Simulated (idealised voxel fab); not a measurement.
Process module name: voxel released beams
Xsec cut, 280 nm wide, square cell size 5 nm.
Cross-section, as written here: a square-cell grid given band by band from the top down, where a band holds one or more rows of cells. First you get the band's top height and its bottom height, in nm, and then the materials it's made of, left to right, with each width in nm. If you see a single material with "edge to edge", that one covers the band edge to edge. "air" is empty space. Height datum 0, below which the as-received substrate wafer is one material. Lowest band open at the bottom, running downward: "z 0 and below". Read "30..40" as a graded width: first number on top, second number at the bottom, same change between each pair of neighbouring rows. No cell of the cross-section changed in a step that is given as "nothing got changed". The label "Sealed void inventory" introduces a list of the empty spaces, 8 cells or larger, that have no open way up to the top; each entry in it reads width x height at distance, where the distance is taken from the left edge and all three are stated in nm. Where a step's line continues beyond its settings, the continuation is a remark by the simulator itself on that step. You can add "overlay nm" to a step's line. For a step with a mask, it describes how far the mask lay to the right of its planned position, and a negative number describes a lay to the left.

plan
1) op RECEIVE | material Si
2) op CONFORMAL_DEP | material SiN | thk nm 10
3) op DIRECTIONAL_DEP | material SiO2 | thk nm 15
4) op DIRECTIONAL_DEP | material aC | thk nm 10
5) op PATTERN | tone open | mask id ANCHOR | material resist | width nm 35 | thk nm 30 | overlay nm 0
6) op DIRECTIONAL_ETCH | etch materials aC | depth nm 10
7) op STRIP | etch materials resist
8) op DIRECTIONAL_ETCH | etch materials SiO2 | depth nm 15
9) op STRIP | etch materials aC
10) op CONFORMAL_DEP | material W | thk nm 10
11) op MASKED_ETCH | tone cover | mask id BEAM | width nm 120 | etch materials W | depth nm 10 | overlay nm 0
12) op STRIP | etch materials SiO2

The first of the two wafers, which ran as planned

Step 1 complete: cross-section of the wafer as received
z 0 and below = Si edge to edge
Sealed void inventory: none

Wafer xsec, post step 2
z 10 to 0 = SiN edge to edge
Lower than 0, everything is as it was.

Wafer xsec, post step 3
z 25 to 10 = SiO2 edge to edge
Lower than 10, everything is as it was.

Wafer xsec, post step 4
z 35 to 25 = aC edge to edge
Lower than 25, everything is as it was.

Wafer xsec, post step 5
z 65 to 35 = 80 resist, 35 air, 165 resist
Lower than 35, everything is as it was.

Wafer xsec, post step 6
z 55 to 35 = 80 resist, 35 air, 165 resist
z 35 to 25 = 80 aC, 35 air, 165 aC
Lower than 25, everything is as it was.

Wafer xsec, post step 7
z 35 to 25 = 80 aC, 35 air, 165 aC
Lower than 25, everything is as it was.

Wafer xsec, post step 8
z 35 to 25 = 80 aC, 35 air, 165 aC
z 25 to 10 = 80 SiO2, 35 air, 165 SiO2
Lower than 10, everything is as it was.

Wafer xsec, post step 9
z 25 to 10 = 80 SiO2, 35 air, 165 SiO2
Lower than 10, everything is as it was.

Wafer xsec, post step 10
z 35 to 25 = 90 W, 15 air, 175 W
z 25 to 20 = 80 SiO2, 10 W, 15 air, 10 W, 165 SiO2
z 20 to 10 = 80 SiO2, 35 W, 165 SiO2
Lower than 10, everything is as it was.

Wafer xsec, post step 11
z 35 to 25 = 75 air, 15 W, 15 air, 90 W, 85 air
Lower than 25, everything is as it was.

Wafer xsec, post step 12
z 35 to 25 = 75 air, 15 W, 15 air, 90 W, 85 air
z 25 to 20 = 80 air, 10 W, 15 air, 10 W, 165 air
z 20 to 10 = 80 air, 35 W, 165 air
Lower than 10, everything is as it was.

Second wafer, same starting conditions and recipe as the first, one mistake in executing it, nothing differs from the first up to and including step 4

Second wafer, section view, time point: scheduled end of step 5
z 65 to 35 = 80 air, 35 resist, 165 air
Lower than 35, everything is as it was.

Second wafer, section view, time point: scheduled end of step 6
z 55 to 35 = 80 air, 35 resist, 165 air
z 35 to 25 = 80 air, 35 aC, 165 air
Lower than 25, everything is as it was.

Second wafer, section view, time point: scheduled end of step 7
z 35 to 25 = 80 air, 35 aC, 165 air
Lower than 25, everything is as it was.

Second wafer, section view, time point: scheduled end of step 8
z 35 to 25 = 80 air, 35 aC, 165 air
z 25 to 10 = 80 air, 35 SiO2, 165 air
Lower than 10, everything is as it was.

Second wafer, section view, time point: scheduled end of step 9
z 25 to 10 = 80 air, 35 SiO2, 165 air
Lower than 10, everything is as it was.

Second wafer, section view, time point: scheduled end of step 10
z 35 to 25 = 70 air, 55 W, 155 air
z 25 to 20 = 70 air, 10 W, 35 SiO2, 10 W, 155 air
z 20 to 10 = 80 W, 35 SiO2, 165 W
Lower than 10, everything is as it was.

Second wafer, section view, time point: scheduled end of step 11
z 35 to 25 = 75 air, 50 W, 155 air
z 25 to 20 = 70 air, 10 W, 35 SiO2, 10 W, 155 air
z 20 to 10 = 70 air, 10 W, 35 SiO2, 80 W, 85 air
Lower than 10, everything is as it was.

Second wafer, section view, time point: scheduled end of step 12: nothing got changed
Processing error: rather than as planned, step 5 actually ran as op PATTERN | tone cover | mask id ANCHOR | material resist | width nm 35 | thk nm 30 | overlay nm 0
Cell-count delta at end, second wafer over first, by material: +21 SiO2
